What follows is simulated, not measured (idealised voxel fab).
This is a process module. Its name is voxel gate over fins.
Displayed cross-section: cut, width of 205 nm, square cells sized 5 nm.
In what follows, cross-sections appear as grids of square cells, described through bands that run from the top down, where every band is one or more rows of cells.
In this notation a band is specified by the heights of its top and bottom, in that order and in nm, after which its materials appear from left to right, each paired with its width in nm. The word "full width" attached to a single material means that material fills the band from edge to edge; the word "air" stands for empty space.
Heads up on the height convention: 0 is the point under which the incoming wafer is all one material, and the lowest band has no bottom, it just keeps going down, like "z 0 and below".
The expression "30 to 40" gives the width at the extremes of the band, the first number at its top row of cells and the second at its bottom row, with the width changing by equal amounts from each row to the next in between.
Reading "all unchanged" for a step: not a cell of the cross-section changed in it.
Empty spaces without an open route to the top, at least 8 cells in extent, make up the entry "Enclosed empty spaces"; each is given as width x height at distance, where the distance is measured from the left edge, and all are in nm.
Anything after a step's settings on that line? It's the simulator's own note about the step.
"overlay nm", when on a step's line for a step with a mask, measures how far to the right of its planned place the mask lay; a negative measure means to the left.

Planned process steps
1) RECEIVE, material Si
2) CONFORMAL_DEP, material SiN, thk nm 5
3) PATTERN, tone cover, mask id FINS, material resist, width nm 15, pitch nm 45, thk nm 20, overlay nm -15
4) DIRECTIONAL_ETCH, etch materials SiN, depth nm 5
5) DIRECTIONAL_ETCH, etch materials Si, depth nm 30
6) STRIP, etch materials resist
7) FILL_DEP, material SiO2, thk nm 5
8) CMP, height nm 5
9) SELECTIVE_ETCH, etch materials SiO2, depth nm 20
10) STRIP, etch materials SiN
11) CONFORMAL_DEP, material HfO2, thk nm 5
12) CONFORMAL_DEP, material TiN, thk nm 5
13) CONFORMAL_DEP, material TiAl, thk nm 5
14) CONFORMAL_DEP, material TiN, thk nm 5
15) FILL_DEP, material W, thk nm 15
16) CMP, height nm 30
17) CONFORMAL_DEP, material SiN, thk nm 10
Quick note for whoever runs this: the wafers start identical, but the overlay nm at step 3 isn't the same across them. The plan just shows what the first wafer had.

This is how the first of several wafers looked in cross-section when it arrived, which is after step 1
	z 0 and below  Si full width
	Enclosed empty spaces: none

Cross-section of the first of several wafers, taken after step 17, where the module ends
	z 40 to 30  SiN full width
	z 30 to 20  W full width
	z 20 to 15  W 35 nm, TiN 100 nm, W 70 nm
	z 15 to 10  W 35 nm, TiN 5 nm, TiAl 90 nm, TiN 5 nm, W 70 nm
	z 10 to 5  W 35 nm, TiN 5 nm, TiAl 5 nm, TiN 35 nm, TiAl 10 nm, TiN 35 nm, TiAl 5 nm, TiN 5 nm, W 70 nm
	z 5 to 0  TiN 40 nm, TiAl 5 nm, TiN 5 nm, HfO2 25 nm, TiN 5 nm, TiAl 10 nm, TiN 5 nm, HfO2 25 nm, TiN 5 nm, TiAl 5 nm, TiN 75 nm
	z 0 to -5  TiAl 45 nm, TiN 5 nm, HfO2 5 nm, Si 15 nm, HfO2 5 nm, TiN 5 nm, TiAl 10 nm, TiN 5 nm, HfO2 5 nm, Si 15 nm, HfO2 5 nm, TiN 5 nm, TiAl 80 nm
	z -5 to -10  TiN 50 nm, HfO2 5 nm, Si 15 nm, HfO2 5 nm, TiN 20 nm, HfO2 5 nm, Si 15 nm, HfO2 5 nm, TiN 85 nm
	z -10 to -15  HfO2 55 nm, Si 15 nm, HfO2 30 nm, Si 15 nm, HfO2 90 nm
	z -15 to -30  SiO2 55 nm, Si 15 nm, SiO2 30 nm, Si 15 nm, SiO2 90 nm
	z -30 and below  Si full width
	Enclosed empty spaces: none

So this is the cross-section on the last wafer at the end of the module
	z 40 to 30  SiN full width
	z 30 to 20  W full width
	z 20 to 15  W 65 nm, TiN 100 nm, W 40 nm
	z 15 to 10  W 65 nm, TiN 5 nm, TiAl 90 nm, TiN 5 nm, W 40 nm
	z 10 to 5  W 65 nm, TiN 5 nm, TiAl 5 nm, TiN 35 nm, TiAl 10 nm, TiN 35 nm, TiAl 5 nm, TiN 5 nm, W 40 nm
	z 5 to 0  TiN 70 nm, TiAl 5 nm, TiN 5 nm, HfO2 25 nm, TiN 5 nm, TiAl 10 nm, TiN 5 nm, HfO2 25 nm, TiN 5 nm, TiAl 5 nm, TiN 45 nm
	z 0 to -5  TiAl 75 nm, TiN 5 nm, HfO2 5 nm, Si 15 nm, HfO2 5 nm, TiN 5 nm, TiAl 10 nm, TiN 5 nm, HfO2 5 nm, Si 15 nm, HfO2 5 nm, TiN 5 nm, TiAl 50 nm
	z -5 to -10  TiN 80 nm, HfO2 5 nm, Si 15 nm, HfO2 5 nm, TiN 20 nm, HfO2 5 nm, Si 15 nm, HfO2 5 nm, TiN 55 nm
	z -10 to -15  HfO2 85 nm, Si 15 nm, HfO2 30 nm, Si 15 nm, HfO2 60 nm
	z -15 to -30  SiO2 85 nm, Si 15 nm, SiO2 30 nm, Si 15 nm, SiO2 60 nm
	z -30 and below  Si full width
	Enclosed empty spaces: none

Rows = wafers. At module end, each row lists per material the cells gained (+) or lost (-) since the wafer was received, then the closed voids
overlay nm -15; +53 HfO2; -210 Si; +82 SiN; +105 SiO2; +53 TiAl; +100 TiN; +145 W; Enclosed empty spaces: none
overlay nm -10; +53 HfO2; -210 Si; +82 SiN; +105 SiO2; +53 TiAl; +100 TiN; +145 W; Enclosed empty spaces: none
overlay nm -5; +53 HfO2; -210 Si; +82 SiN; +105 SiO2; +53 TiAl; +100 TiN; +145 W; Enclosed empty spaces: none
overlay nm 0; +53 HfO2; -210 Si; +82 SiN; +105 SiO2; +53 TiAl; +100 TiN; +145 W; Enclosed empty spaces: none
overlay nm 5; +53 HfO2; -210 Si; +82 SiN; +105 SiO2; +53 TiAl; +100 TiN; +145 W; Enclosed empty spaces: none
overlay nm 10; +53 HfO2; -210 Si; +82 SiN; +105 SiO2; +53 TiAl; +100 TiN; +145 W; Enclosed empty spaces: none
overlay nm 15; +53 HfO2; -210 Si; +82 SiN; +105 SiO2; +53 TiAl; +100 TiN; +145 W; Enclosed empty spaces: none
